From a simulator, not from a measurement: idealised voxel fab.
Title: Process Module voxel transistor to metal
Cross-section cut: width 185 nm, square cells of 5 nm.
In this document a cross-section is written as a grid of square cells. It is given as a series of bands, listed from the top down, and a band is one or more rows of cells. The band entry comprises the height of the band's top followed by the height of its bottom, expressed in nm, and subsequently the band's materials from left to right, each stated together with its width in nm. Where a single material is marked with the word "throughout", that material fills the band from edge to edge. The word "air" represents empty space. Heights are measured from 0, the level below which the as-received wafer is all one material; the lowest band has no bottom and continues downward, written as in "0 and below". A width such as "30..40" changes by the same amount from each row of cells to the next, from the band's top row to its bottom row. "nothing different" after a step means that no cell of the cross-section changed. Basically, "Closed internal cavities" tells you about the enclosed voids: empty spaces with no open way to the top, 8 cells or bigger, each written width x height at distance, where distance is from the left edge, all in nm. Formally, on a step line, whatever follows the settings is a remark that the simulator itself makes on the step. The optional step-line setting "overlay nm" applies to steps with a mask and quantifies how far to the right of its planned location the mask lay, a negative value indicating leftward placement.
### List of planned process steps
1,op RECEIVE | material Si
2,op OXIDIZE | depth nm 5
3,op CONFORMAL_DEP | material SiN | thk nm 10
4,op MASKED_ETCH | tone cover | mask id ACTIVE | width nm 115 | etch materials SiN | depth nm 10 | overlay nm 0
5,op MASKED_ETCH | tone cover | mask id ACTIVE | width nm 115 | etch materials SiO2 | depth nm 5 | overlay nm 0
6,op MASKED_ETCH | tone cover | mask id ACTIVE | width nm 115 | etch materials Si | depth nm 35 | overlay nm 0
7,op OXIDIZE | depth nm 5
8,op FILL_DEP | material SiO2 | thk nm 10
9,op CMP | height nm 10
10,op SELECTIVE_ETCH | etch materials SiO2 | depth nm 10
11,op STRIP | etch materials SiN
12,op SELECTIVE_ETCH | etch materials SiO2 | depth nm 5
13,op OXIDIZE | depth nm 5
14,op DIRECTIONAL_DEP | material polySi | thk nm 25
15,op DIRECTIONAL_DEP | material SiCN | thk nm 15
16,op PATTERN | tone cover | mask id GATE | material resist | width nm 35 | thk nm 20 | overlay nm 0
17,op DIRECTIONAL_ETCH | etch materials SiCN | depth nm 25
18,op DIRECTIONAL_ETCH | etch materials polySi | depth nm 35
19,op STRIP | etch materials resist
20,op CONFORMAL_DEP | material SiN | thk nm 10
21,op DIRECTIONAL_ETCH | etch materials SiN | depth nm 10
22,op DIRECTIONAL_ETCH | etch materials SiO2 | depth nm 5
23,op DIRECTIONAL_ETCH | etch materials Si | depth nm 15
24,op EPI | material pSi | thk nm 15
25,op FILL_DEP | material SiO2 | thk nm 10
26,op CMP | height nm 20
27,op STRIP | etch materials polySi
28,op SELECTIVE_ETCH | etch materials SiO2 | depth nm 5
29,op CONFORMAL_DEP | material HfO2 | thk nm 5
30,op CONFORMAL_DEP | material TiN | thk nm 5
31,op FILL_DEP | material W | thk nm 10
32,op CMP | height nm 15
33,op DIRECTIONAL_DEP | material SiO2 | thk nm 10
34,op PATTERN | tone open | mask id CONTACT | material resist | width nm 15 | pitch nm 80 | thk nm 20 | overlay nm 0
35,op DIRECTIONAL_ETCH | etch materials SiO2 | depth nm 35
36,op STRIP | etch materials resist
37,op CONFORMAL_DEP | material TiN | thk nm 5
38,op FILL_DEP | material W | thk nm 5
39,op CMP | height nm 25
40,op CONFORMAL_DEP | material SiN | thk nm 5
41,op DIRECTIONAL_DEP | material SiO2 | thk nm 15
42,op MASKED_ETCH | tone open | mask id METAL_1 | width nm 15 | pitch nm 80 | etch materials SiO2 | depth nm 15 | overlay nm 0
43,op MASKED_ETCH | tone open | mask id METAL_1 | width nm 15 | pitch nm 80 | etch materials SiN | depth nm 5 | overlay nm 0
44,op CONFORMAL_DEP | material TiN | thk nm 5
45,op FILL_DEP | material Cu | thk nm 10
46,op CMP | height nm 45
47,op CONFORMAL_DEP | material SiCN | thk nm 5
48,op DIRECTIONAL_DEP | material SiO2 | thk nm 30
49,op MASKED_ETCH | tone open | mask id METAL_2 | width nm 15 | pitch nm 80 | etch materials SiO2 | depth nm 20 | overlay nm 0
50,op PATTERN | tone open | mask id METAL_2_HOLES | material resist | width nm 15 | pitch nm 80 | thk nm 20 | overlay nm 0
51,op DIRECTIONAL_ETCH | etch materials SiO2 | depth nm 10
52,op DIRECTIONAL_ETCH | etch materials SiCN | depth nm 5
53,op STRIP | etch materials resist
54,op CONFORMAL_DEP | material TiN | thk nm 5
55,op FILL_DEP | material Cu | thk nm 10
56,op CMP | height nm 80
57,op CONFORMAL_DEP | material SiN | thk nm 5
### So this is the incoming wafer in cross-section - it's already been through step 1
> 0 and below: Si throughout
> Closed internal cavities: none
### Cross-sectional result after module completion. Note: starting condition and plan are unchanged from above; one processing mistake was made
> 85 down to 80: SiN throughout
> 80 down to 50: SiO2 45; TiN 5; Cu 5; TiN 5; SiO2 65; TiN 5; Cu 5; TiN 5; SiO2 45
> 50 down to 45: SiCN 45; TiN 15; SiCN 65; TiN 15; SiCN 45
> 45 down to 30: SiO2 45; TiN 5; Cu 5; TiN 5; SiO2 65; TiN 5; Cu 5; TiN 5; SiO2 45
> 30 down to 25: SiN 45; TiN 15; SiN 65; TiN 15; SiN 45
> 25 down to 20: SiO2 45; TiN 5; W 5; TiN 5; SiO2 65; TiN 5; W 5; TiN 5; SiO2 45
> 20 down to 15: SiO2 45; TiN 15; SiO2 65; TiN 15; SiO2 45
> 15 down to 10: HfO2 65; SiN 10; HfO2 5; TiN 5; W 15; TiN 5; HfO2 5; SiN 10; HfO2 65
> 10 down to 5: SiO2 65; SiN 10; HfO2 5; TiN 5; W 15; TiN 5; HfO2 5; SiN 10; SiO2 65
> 5 down to 0: SiO2 50; pSi 15; SiN 10; HfO2 5; TiN 5; W 15; TiN 5; HfO2 5; SiN 10; pSi 15; SiO2 50
> 0 down to -5: SiO2 50; pSi 15; SiN 10; HfO2 5; TiN 25; HfO2 5; SiN 10; pSi 15; SiO2 50
> -5 down to -10: SiO2 50; pSi 15; SiO2 5; HfO2 45; SiO2 5; pSi 15; SiO2 50
> -10 down to -25: SiO2 40; pSi 25; Si 55; pSi 25; SiO2 40
> -25 down to -45: SiO2 40; Si 105; SiO2 40
> -45 and below: Si throughout
> Closed internal cavities: none
Plan not followed: step 26 off recipe, ran as op CMP | height nm 15
